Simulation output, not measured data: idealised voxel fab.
Module name: voxel capacitor over wiring (process module)
200 nm wide, 5 nm square cells: that's cross-section cut.
If you're reading a cross-section in this doc, picture square cells in a grid; it comes to you as bands, top ones listed first down to the bottom, and a band can be one or more rows of cells.
First you get the band's top height and its bottom height, in nm, and then the materials it's made of, left to right, with each width in nm. If you see a single material with "everywhere", that one covers the band edge to edge. "empty" is empty space.
Heads up on the height convention: 0 is the point under which the incoming wafer is all one material, and the lowest band has no bottom, it just keeps going down, like "0 and below".
Graded width ("30..40"): value in top row of band = first number; value in bottom row = second number; row-to-row change constant.
Given "remains unaltered" for a step, no cell of the cross-section differs between before and after that step.
This entry, "Closed void list", enumerates those empty regions of no fewer than 8 cells that possess no open connection to the top. Each region is reported in the form width x height at distance, the distance being taken from the left edge, with all three quantities expressed in nm.
That trailing text on a step's line, after the settings, is the simulator's own remark on the step.
A step's line can hold "overlay nm"; with a mask on that step, the setting says how far right of the planned place the mask lay, while a negative setting says it lay to the left.

List of planned process steps:
step 1: RECEIVE: material Si
step 2: CONFORMAL_DEP: material SiO2, thk nm 15
step 3: DIRECTIONAL_DEP: material TiN, thk nm 5
step 4: DIRECTIONAL_DEP: material Ru, thk nm 20
step 5: MASKED_ETCH: tone cover, mask id METAL_1, width nm 20, pitch nm 90, etch materials Ru, depth nm 20, overlay nm 0
step 6: MASKED_ETCH: tone cover, mask id METAL_1, width nm 20, pitch nm 90, etch materials TiN, depth nm 5, overlay nm 0
step 7: FILL_DEP: material SiO2, thk nm 10
step 8: CMP: height nm 40
step 9: CONFORMAL_DEP: material SiCN, thk nm 5
step 10: DIRECTIONAL_DEP: material lowk, thk nm 15
step 11: MASKED_ETCH: tone open, mask id PLUG_1, width nm 15, etch materials lowk, depth nm 15, overlay nm 0
step 12: MASKED_ETCH: tone open, mask id PLUG_1, width nm 15, etch materials SiCN, depth nm 5, overlay nm 0
step 13: EPI: material Ru, thk nm 10
step 14: EPI: material Ru, thk nm 10
step 15: DIRECTIONAL_DEP: material TiN, thk nm 10
step 16: DIRECTIONAL_DEP: material SiN, thk nm 5
step 17: DIRECTIONAL_DEP: material TiN, thk nm 10
step 18: DIRECTIONAL_DEP: material aC, thk nm 15
step 19: PATTERN: tone cover, mask id UPPER_PLATE, material resist, width nm 75, thk nm 30, overlay nm 0
step 20: DIRECTIONAL_ETCH: etch materials aC, depth nm 15
step 21: STRIP: etch materials resist
step 22: DIRECTIONAL_ETCH: etch materials TiN, depth nm 10
step 23: DIRECTIONAL_ETCH: etch materials SiN, depth nm 5
step 24: STRIP: etch materials aC
step 25: MASKED_ETCH: tone cover, mask id LOWER_PLATE, width nm 85, etch materials TiN, depth nm 10, overlay nm 0
step 26: FILL_DEP: material SiO2, thk nm 20
step 27: CMP: height nm 100
step 28: PATTERN: tone open, mask id PLUG_2, material resist, width nm 15, thk nm 15, overlay nm 0
step 29: DIRECTIONAL_ETCH: etch materials SiO2, depth nm 15
step 30: STRIP: etch materials resist
step 31: CONFORMAL_DEP: material TiN, thk nm 5
step 32: FILL_DEP: material W, thk nm 10
step 33: CMP: height nm 100
step 34: CONFORMAL_DEP: material SiCN, thk nm 5

As-received wafer cross-section (after step 1):
> 0 and below = Si everywhere
> Closed void list: none

End state of the module in cross-section, given the above starting point and plan and one mistake in execution:
> 105 down to 100 = SiCN everywhere
> 100 down to 95 = SiO2 60 nm  TiN 5 nm  W 5 nm  TiN 5 nm  SiO2 125 nm
> 95 down to 85 = SiO2 60 nm  TiN 15..65 nm  SiO2 125..75 nm
> 85 down to 80 = SiO2 65 nm  TiN 60 nm  SiO2 75 nm
> 80 down to 75 = SiO2 65 nm  SiN 60 nm  SiO2 75 nm
> 75 down to 70 = SiO2 45 nm  TiN 5 nm  SiO2 15 nm  TiN 65 nm  SiO2 70 nm
> 70 down to 65 = SiO2 45 nm  TiN 85 nm  SiO2 70 nm
> 65 down to 60 = lowk 50 nm  TiN 15 nm  lowk 135 nm
> 60 down to 55 = lowk 50 nm  SiN 15 nm  lowk 135 nm
> 55 down to 50 = lowk 50 nm  TiN 15 nm  lowk 135 nm
> 50 down to 45 = SiCN 50 nm  TiN 15 nm  SiCN 135 nm
> 45 down to 40 = SiO2 everywhere
> 40 down to 20 = SiO2 45 nm  Ru 20 nm  SiO2 70 nm  Ru 20 nm  SiO2 45 nm
> 20 down to 15 = SiO2 45 nm  TiN 20 nm  SiO2 70 nm  TiN 20 nm  SiO2 45 nm
> 15 down to 0 = SiO2 everywhere
> 0 and below = Si everywhere
> Closed void list: none
Misprocessing identified: in deviation from the planned setting, step 8 was conducted as CMP: height nm 45
